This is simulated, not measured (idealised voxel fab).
process module | voxel transistor to metal
cross-section cut | 205 nm wide | cells 5 nm
A cross-section is a grid of square cells, given in bands from the top down. A band is one or more rows of cells.
Each band's line starts with the height of the band's top and of its bottom, in nm. Then come its materials from left to right, each with its width in nm. One material with "throughout" fills the band from edge to edge. "air" is empty space.
Height 0 is the level under which the wafer as received is all one material. The lowest band goes on downwards, as in "0 down".
A width such as "30 to 40" changes by the same amount from each row of cells to the next, from the band's top row to its bottom row.
"no change" after a step means that no cell of the cross-section changed.
closed voids: empty space of 8 cells or more with no open way to the top, each as width x height at its distance from the left edge, in nm
after a step's settings: what the simulator itself notes on the step
overlay nm, on a step with a mask: how far to the right of its planned place the mask lay; to the left if negative
plan
1 op RECEIVE | material Si
2 op OXIDIZE | depth nm 5
3 op CONFORMAL_DEP | material SiN | thk nm 10
4 op PATTERN | tone cover | mask id ACTIVE | material resist | width nm 110 | thk nm 15 | overlay nm 0
5 op DIRECTIONAL_ETCH | etch materials SiN | depth nm 10
6 op DIRECTIONAL_ETCH | etch materials SiO2 | depth nm 5
7 op DIRECTIONAL_ETCH | etch materials Si | depth nm 35
8 op STRIP | etch materials resist
9 op OXIDIZE | depth nm 5
10 op FILL_DEP | material SiO2 | thk nm 15
11 op CMP | height nm 10
12 op SELECTIVE_ETCH | etch materials SiO2 | depth nm 10
13 op STRIP | etch materials SiN
14 op SELECTIVE_ETCH | etch materials SiO2 | depth nm 5
15 op OXIDIZE | depth nm 5
16 op DIRECTIONAL_DEP | material polySi | thk nm 25
17 op DIRECTIONAL_DEP | material SiCN | thk nm 15
18 op MASKED_ETCH | tone cover | mask id GATE | width nm 20 | etch materials SiCN | depth nm 25 | overlay nm 0
19 op MASKED_ETCH | tone cover | mask id GATE | width nm 20 | etch materials polySi | depth nm 35 | overlay nm 0
20 op CONFORMAL_DEP | material SiN | thk nm 5
21 op DIRECTIONAL_ETCH | etch materials SiN | depth nm 5
22 op DIRECTIONAL_ETCH | etch materials SiO2 | depth nm 5
23 op DIRECTIONAL_ETCH | etch materials Si | depth nm 5
24 op EPI | material pSi | thk nm 10
25 op FILL_DEP | material SiO2 | thk nm 10
26 op CMP | height nm 35
27 op DIRECTIONAL_DEP | material SiO2 | thk nm 10
28 op DIRECTIONAL_DEP | material aC | thk nm 15
29 op PATTERN | tone open | mask id CONTACT | material resist | width nm 15 | pitch nm 75 | thk nm 30 | overlay nm 0
30 op DIRECTIONAL_ETCH | etch materials aC | depth nm 15
31 op STRIP | etch materials resist
32 op DIRECTIONAL_ETCH | etch materials SiO2 | depth nm 50
33 op STRIP | etch materials aC
34 op CONFORMAL_DEP | material TiN | thk nm 5
35 op FILL_DEP | material W | thk nm 5
36 op CMP | height nm 45
37 op DIRECTIONAL_DEP | material TiN | thk nm 5
38 op DIRECTIONAL_DEP | material W | thk nm 25
39 op PATTERN | tone cover | mask id METAL_1 | material resist | width nm 15 | pitch nm 75 | thk nm 15 | overlay nm 0
40 op DIRECTIONAL_ETCH | etch materials W | depth nm 25
41 op DIRECTIONAL_ETCH | etch materials TiN | depth nm 5
42 op STRIP | etch materials resist
43 op FILL_DEP | material lowk | thk nm 10
44 op CMP | height nm 75
45 op CONFORMAL_DEP | material SiCN | thk nm 5
46 op DIRECTIONAL_DEP | material lowk | thk nm 35
47 op MASKED_ETCH | tone open | mask id METAL_2 | width nm 15 | pitch nm 75 | etch materials lowk | depth nm 20 | overlay nm 0
48 op MASKED_ETCH | tone open | mask id METAL_2_HOLES | width nm 15 | pitch nm 75 | etch materials lowk | depth nm 15 | overlay nm 0
49 op MASKED_ETCH | tone open | mask id METAL_2_HOLES | width nm 15 | pitch nm 75 | etch materials SiCN | depth nm 5 | overlay nm 0
50 op CONFORMAL_DEP | material TiN | thk nm 5
51 op FILL_DEP | material Cu | thk nm 5
52 op CMP | height nm 115
53 op CONFORMAL_DEP | material SiN | thk nm 5
varied across the wafers: width nm of step 47. The plan shows the first wafer's value. All wafers start alike
first wafer as received, after step 1
  0 down: Si throughout
  closed voids: none
first wafer at the end, after step 53
  120 to 115: SiN throughout
  115 to 80: lowk 55 | TiN 5 | Cu 5 | TiN 5 | lowk 60 | TiN 5 | Cu 5 | TiN 5 | lowk 60
  80 to 75: SiCN 55 | TiN 15 | SiCN 60 | TiN 15 | SiCN 60
  75 to 50: lowk 55 | W 15 | lowk 60 | W 15 | lowk 60
  50 to 45: lowk 55 | TiN 15 | lowk 60 | TiN 15 | lowk 60
  45 to 35: SiO2 55 | TiN 5 | W 5 | TiN 5 | SiO2 60 | TiN 5 | W 5 | TiN 5 | SiO2 60
  35 to 20: SiO2 55 | TiN 5 | W 5 | TiN 5 | SiO2 15 | SiN 5 | SiCN 20 | SiN 5 | SiO2 15 | TiN 5 | W 5 | TiN 5 | SiO2 60
  20 to 0: SiO2 55 | TiN 5 | W 5 | TiN 5 | SiO2 15 | SiN 5 | polySi 20 | SiN 5 | SiO2 15 | TiN 5 | W 5 | TiN 5 | SiO2 60
  0 to -5: SiO2 55 | TiN 15 | SiO2 5 | pSi 10 | SiN 5 | polySi 20 | SiN 5 | pSi 10 | SiO2 5 | TiN 15 | SiO2 60
  -5 to -10: SiO2 45 | pSi 40 | SiO2 30 | pSi 40 | SiO2 50
  -10 to -15: SiO2 50 | pSi 35 | Si 30 | pSi 35 | SiO2 55
  -15 to -45: SiO2 50 | Si 100 | SiO2 55
  -45 down: Si throughout
  closed voids: none
last wafer at the end
  120 to 115: SiN throughout
  115 to 100: lowk 50 | TiN 5 | Cu 20 | TiN 5 | lowk 45 | TiN 5 | Cu 20 | TiN 5 | lowk 50
  100 to 95: lowk 50 | TiN 10 | Cu 5 | TiN 15 | lowk 45 | TiN 10 | Cu 5 | TiN 15 | lowk 50
  95 to 80: lowk 55 | TiN 5 | Cu 5 | TiN 5 | lowk 60 | TiN 5 | Cu 5 | TiN 5 | lowk 60
  80 to 75: SiCN 55 | TiN 15 | SiCN 60 | TiN 15 | SiCN 60
  75 to 50: lowk 55 | W 15 | lowk 60 | W 15 | lowk 60
  50 to 45: lowk 55 | TiN 15 | lowk 60 | TiN 15 | lowk 60
  45 to 35: SiO2 55 | TiN 5 | W 5 | TiN 5 | SiO2 60 | TiN 5 | W 5 | TiN 5 | SiO2 60
  35 to 20: SiO2 55 | TiN 5 | W 5 | TiN 5 | SiO2 15 | SiN 5 | SiCN 20 | SiN 5 | SiO2 15 | TiN 5 | W 5 | TiN 5 | SiO2 60
  20 to 0: SiO2 55 | TiN 5 | W 5 | TiN 5 | SiO2 15 | SiN 5 | polySi 20 | SiN 5 | SiO2 15 | TiN 5 | W 5 | TiN 5 | SiO2 60
  0 to -5: SiO2 55 | TiN 15 | SiO2 5 | pSi 10 | SiN 5 | polySi 20 | SiN 5 | pSi 10 | SiO2 5 | TiN 15 | SiO2 60
  -5 to -10: SiO2 45 | pSi 40 | SiO2 30 | pSi 40 | SiO2 50
  -10 to -15: SiO2 50 | pSi 35 | Si 30 | pSi 35 | SiO2 55
  -15 to -45: SiO2 50 | Si 100 | SiO2 55
  -45 down: Si throughout
  closed voids: none
each wafer at the end: cells of each material gained (+) or lost (-) since it was received, then its closed voids
width nm 15 | +14 Cu | -243 Si | +47 SiCN | +57 SiN | +470 SiO2 | +82 TiN | +48 W | +455 lowk | +34 pSi | +20 polySi | closed voids: none
width nm 20 | +20 Cu | -243 Si | +47 SiCN | +57 SiN | +470 SiO2 | +84 TiN | +48 W | +447 lowk | +34 pSi | +20 polySi | closed voids: none
width nm 25 | +26 Cu | -243 Si | +47 SiCN | +57 SiN | +470 SiO2 | +86 TiN | +48 W | +439 lowk | +34 pSi | +20 polySi | closed voids: none
width nm 30 | +32 Cu | -243 Si | +47 SiCN | +57 SiN | +470 SiO2 | +88 TiN | +48 W | +431 lowk | +34 pSi | +20 polySi | closed voids: none
